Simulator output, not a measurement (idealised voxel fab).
The process module presented herein is designated voxel fin reveal.
Section shown: cut. Width: 160 nm. Cell size: 5 nm, square.
A cross-section is a grid of square cells, given in bands from the top down. A band is one or more rows of cells. The entry gives the band's vertical extent as a top height and a bottom height in nm, then its horizontal make-up as materials from left to right, each with a width in nm. "empty" stands for empty space; a single material marked "all across" fills the band edge to edge. The level at which height equals 0 is the one under which the wafer, as it arrives, is entirely one material. No lower edge exists for the bottom band, which continues downward and is notated as in "z 0 and below". Think of "30 to 40" as a width that walks from the first number to the second as you go down the band, top row to bottom row, taking equal-sized steps from row to row. Any step labelled "nothing got changed" changed none of the cells in the cross-section. Empty spaces counting at least 8 cells and having no open way to the top are listed in "Cavities, closed". The notation width x height at distance is used for each, the distance being from the left edge and all three values in nm. Note: text after step settings on the step line = simulator remark on that step. "overlay nm", when on a step's line for a step with a mask, measures how far to the right of its planned place the mask lay; a negative measure means to the left.
### Process steps - plan
1 RECEIVE with material Si
2 CONFORMAL_DEP with material SiN, thk nm 10
3 DIRECTIONAL_DEP with material aC, thk nm 10
4 PATTERN with tone cover, mask id FINS, material resist, width nm 15, pitch nm 35, thk nm 30, overlay nm 0
5 DIRECTIONAL_ETCH with etch materials aC, depth nm 10
6 STRIP with etch materials resist
7 DIRECTIONAL_ETCH with etch materials SiN, depth nm 10
8 DIRECTIONAL_ETCH with etch materials Si, depth nm 40
9 STRIP with etch materials aC
10 FILL_DEP with material SiO2, thk nm 15
11 CMP with height nm 10
12 SELECTIVE_ETCH with etch materials SiO2, depth nm 25
13 STRIP with etch materials SiN
14 CONFORMAL_DEP with material SiO2, thk nm 5
### The first of two wafers, run as planned
### as received, after step 1
	z 0 and below  Si all across
	Cavities, closed: none
### Step 2 done - wafer cross-section
	z 10 to 0  SiN all across
	Below 0 it's all the same as before, nothing changed down there.
### Step 3 done - wafer cross-section
	z 20 to 10  aC all across
	Below 10 it's all the same as before, nothing changed down there.
### Step 4 done - wafer cross-section
	z 50 to 20  35 of empty / 15 of resist / 20 of empty / 15 of resist / 20 of empty / 15 of resist / 40 of empty
	Below 20 it's all the same as before, nothing changed down there.
### Step 5 done - wafer cross-section
	z 40 to 20  35 of empty / 15 of resist / 20 of empty / 15 of resist / 20 of empty / 15 of resist / 40 of empty
	z 20 to 10  35 of empty / 15 of aC / 20 of empty / 15 of aC / 20 of empty / 15 of aC / 40 of empty
	Below 10 it's all the same as before, nothing changed down there.
### Step 6 done - wafer cross-section
	z 20 to 10  35 of empty / 15 of aC / 20 of empty / 15 of aC / 20 of empty / 15 of aC / 40 of empty
	Below 10 it's all the same as before, nothing changed down there.
### Step 7 done - wafer cross-section
	z 20 to 10  35 of empty / 15 of aC / 20 of empty / 15 of aC / 20 of empty / 15 of aC / 40 of empty
	z 10 to 0  35 of empty / 15 of SiN / 20 of empty / 15 of SiN / 20 of empty / 15 of SiN / 40 of empty
	Below 0 it's all the same as before, nothing changed down there.
### Step 8 done - wafer cross-section
	z 20 to 10  35 of empty / 15 of aC / 20 of empty / 15 of aC / 20 of empty / 15 of aC / 40 of empty
	z 10 to 0  35 of empty / 15 of SiN / 20 of empty / 15 of SiN / 20 of empty / 15 of SiN / 40 of empty
	z 0 to -40  35 of empty / 15 of Si / 20 of empty / 15 of Si / 20 of empty / 15 of Si / 40 of empty
	Below -40 it's all the same as before, nothing changed down there.
### Step 9 done - wafer cross-section
	z 10 to 0  35 of empty / 15 of SiN / 20 of empty / 15 of SiN / 20 of empty / 15 of SiN / 40 of empty
	Below 0 it's all the same as before, nothing changed down there.
### Step 10 done - wafer cross-section
	z 25 to 10  SiO2 all across
	z 10 to 0  35 of SiO2 / 15 of SiN / 20 of SiO2 / 15 of SiN / 20 of SiO2 / 15 of SiN / 40 of SiO2
	z 0 to -40  35 of SiO2 / 15 of Si / 20 of SiO2 / 15 of Si / 20 of SiO2 / 15 of Si / 40 of SiO2
	Below -40 it's all the same as before, nothing changed down there.
### Step 11 done - wafer cross-section
	z 10 to 0  35 of SiO2 / 15 of SiN / 20 of SiO2 / 15 of SiN / 20 of SiO2 / 15 of SiN / 40 of SiO2
	Below 0 it's all the same as before, nothing changed down there.
### Step 12 done - wafer cross-section
	z 10 to 0  35 of empty / 15 of SiN / 20 of empty / 15 of SiN / 20 of empty / 15 of SiN / 40 of empty
	z 0 to -15  35 of empty / 15 of Si / 20 of empty / 15 of Si / 20 of empty / 15 of Si / 40 of empty
	Below -15 it's all the same as before, nothing changed down there.
### Step 13 done - wafer cross-section
	z 0 to -15  35 of empty / 15 of Si / 20 of empty / 15 of Si / 20 of empty / 15 of Si / 40 of empty
	Below -15 it's all the same as before, nothing changed down there.
### Step 14 done - wafer cross-section
	z 5 to 0  30 of empty / 25 of SiO2 / 10 of empty / 25 of SiO2 / 10 of empty / 25 of SiO2 / 35 of empty
	z 0 to -10  30 of empty / 5 of SiO2 / 15 of Si / 5 of SiO2 / 10 of empty / 5 of SiO2 / 15 of Si / 5 of SiO2 / 10 of empty / 5 of SiO2 / 15 of Si / 5 of SiO2 / 35 of empty
	z -10 to -40  35 of SiO2 / 15 of Si / 20 of SiO2 / 15 of Si / 20 of SiO2 / 15 of Si / 40 of SiO2
	Below -40 it's all the same as before, nothing changed down there.
### Second of two: same start, same plan, one run error; steps up to and including 3 match the first
### Cross-section of the second wafer at the time step 4 of the plan should have ended
	z 50 to 20  45 of empty / 15 of resist / 20 of empty / 15 of resist / 20 of empty / 15 of resist / 30 of empty
	Below 20 it's all the same as before, nothing changed down there.
### Cross-section of the second wafer at the time step 5 of the plan should have ended
	z 40 to 20  45 of empty / 15 of resist / 20 of empty / 15 of resist / 20 of empty / 15 of resist / 30 of empty
	z 20 to 10  45 of empty / 15 of aC / 20 of empty / 15 of aC / 20 of empty / 15 of aC / 30 of empty
	Below 10 it's all the same as before, nothing changed down there.
### Cross-section of the second wafer at the time step 6 of the plan should have ended
	z 20 to 10  45 of empty / 15 of aC / 20 of empty / 15 of aC / 20 of empty / 15 of aC / 30 of empty
	Below 10 it's all the same as before, nothing changed down there.
### Cross-section of the second wafer at the time step 7 of the plan should have ended
	z 20 to 10  45 of empty / 15 of aC / 20 of empty / 15 of aC / 20 of empty / 15 of aC / 30 of empty
	z 10 to 0  45 of empty / 15 of SiN / 20 of empty / 15 of SiN / 20 of empty / 15 of SiN / 30 of empty
	Below 0 it's all the same as before, nothing changed down there.
### Cross-section of the second wafer at the time step 8 of the plan should have ended
	z 20 to 10  45 of empty / 15 of aC / 20 of empty / 15 of aC / 20 of empty / 15 of aC / 30 of empty
	z 10 to 0  45 of empty / 15 of SiN / 20 of empty / 15 of SiN / 20 of empty / 15 of SiN / 30 of empty
	z 0 to -40  45 of empty / 15 of Si / 20 of empty / 15 of Si / 20 of empty / 15 of Si / 30 of empty
	Below -40 it's all the same as before, nothing changed down there.
### Cross-section of the second wafer at the time step 9 of the plan should have ended
	z 10 to 0  45 of empty / 15 of SiN / 20 of empty / 15 of SiN / 20 of empty / 15 of SiN / 30 of empty
	Below 0 it's all the same as before, nothing changed down there.
### Cross-section of the second wafer at the time step 10 of the plan should have ended
	z 25 to 10  SiO2 all across
	z 10 to 0  45 of SiO2 / 15 of SiN / 20 of SiO2 / 15 of SiN / 20 of SiO2 / 15 of SiN / 30 of SiO2
	z 0 to -40  45 of SiO2 / 15 of Si / 20 of SiO2 / 15 of Si / 20 of SiO2 / 15 of Si / 30 of SiO2
	Below -40 it's all the same as before, nothing changed down there.
### Cross-section of the second wafer at the time step 11 of the plan should have ended
	z 10 to 0  45 of SiO2 / 15 of SiN / 20 of SiO2 / 15 of SiN / 20 of SiO2 / 15 of SiN / 30 of SiO2
	Below 0 it's all the same as before, nothing changed down there.
### Cross-section of the second wafer at the time step 12 of the plan should have ended
	z 10 to 0  45 of empty / 15 of SiN / 20 of empty / 15 of SiN / 20 of empty / 15 of SiN / 30 of empty
	z 0 to -15  45 of empty / 15 of Si / 20 of empty / 15 of Si / 20 of empty / 15 of Si / 30 of empty
	Below -15 it's all the same as before, nothing changed down there.
### Cross-section of the second wafer at the time step 13 of the plan should have ended
	z 0 to -15  45 of empty / 15 of Si / 20 of empty / 15 of Si / 20 of empty / 15 of Si / 30 of empty
	Below -15 it's all the same as before, nothing changed down there.
### Cross-section of the second wafer at the time step 14 of the plan should have ended
	z 5 to 0  40 of empty / 25 of SiO2 / 10 of empty / 25 of SiO2 / 10 of empty / 25 of SiO2 / 25 of empty
	z 0 to -10  40 of empty / 5 of SiO2 / 15 of Si / 5 of SiO2 / 10 of empty / 5 of SiO2 / 15 of Si / 5 of SiO2 / 10 of empty / 5 of SiO2 / 15 of Si / 5 of SiO2 / 25 of empty
	z -10 to -40  45 of SiO2 / 15 of Si / 20 of SiO2 / 15 of Si / 20 of SiO2 / 15 of Si / 30 of SiO2
	Below -40 it's all the same as before, nothing changed down there.
So what did we get wrong on this run? for step 4, the planned setting was not used; the step was instead run as PATTERN with tone cover, mask id FINS, material resist, width nm 15, pitch nm 35, thk nm 30, overlay nm 10
Final state: per-material cell counts identical on both wafers; locations differ.
